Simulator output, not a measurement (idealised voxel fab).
process module | voxel fin reveal
cross-section cut | 215 nm wide | cells 5 nm
A cross-section is a grid of square cells, given in bands from the top down. A band is one or more rows of cells.
Each band's line starts with the height of the band's top and of its bottom, in nm. Then come its materials from left to right, each with its width in nm. One material with "throughout" fills the band from edge to edge. "air" is empty space.
Height 0 is the level under which the wafer as received is all one material. The lowest band goes on downwards, as in "0 down".
A width such as "30 to 40" changes by the same amount from each row of cells to the next, from the band's top row to its bottom row.
"no change" after a step means that no cell of the cross-section changed.
closed voids: empty space of 8 cells or more with no open way to the top, each as width x height at its distance from the left edge, in nm
after a step's settings: what the simulator itself notes on the step
overlay nm, on a step with a mask: how far to the right of its planned place the mask lay; to the left if negative
plan
1 op RECEIVE | material Si
2 op CONFORMAL_DEP | material SiN | thk nm 10
3 op MASKED_ETCH | tone cover | mask id FINS | width nm 15 | pitch nm 45 | etch materials SiN | depth nm 10 | overlay nm 0
4 op MASKED_ETCH | tone cover | mask id FINS | width nm 15 | pitch nm 45 | etch materials Si | depth nm 30 | overlay nm 0
5 op OXIDIZE | depth nm 5
6 op FILL_DEP | material SiO2 | thk nm 15
7 op CMP | height nm 10
8 op SELECTIVE_ETCH | etch materials SiO2 | depth nm 20
9 op STRIP | etch materials SiN
as received, after step 1
  0 down: Si throughout
  closed voids: none
first wafer at the end, as planned
  0 to -10: air 80 | Si 5 | air 40 | Si 5 | air 85
  -10 to -35: SiO2 80 | Si 5 | SiO2 40 | Si 5 | SiO2 85
  -35 down: Si throughout
  closed voids: none
second wafer at the end: like start, like plan, one mistake
  0 to -5: Si 70 | air 25 | Si 20 | air 25 | Si 75
  -5 down: Si throughout
  closed voids: none
what went wrong: step 3 ran as: op MASKED_ETCH | tone open | mask id FINS | width nm 15 | pitch nm 45 | etch materials SiN | depth nm 10 | overlay nm 0
at the end the second wafer has, in cells: 277 more of Si | 205 fewer of SiO2
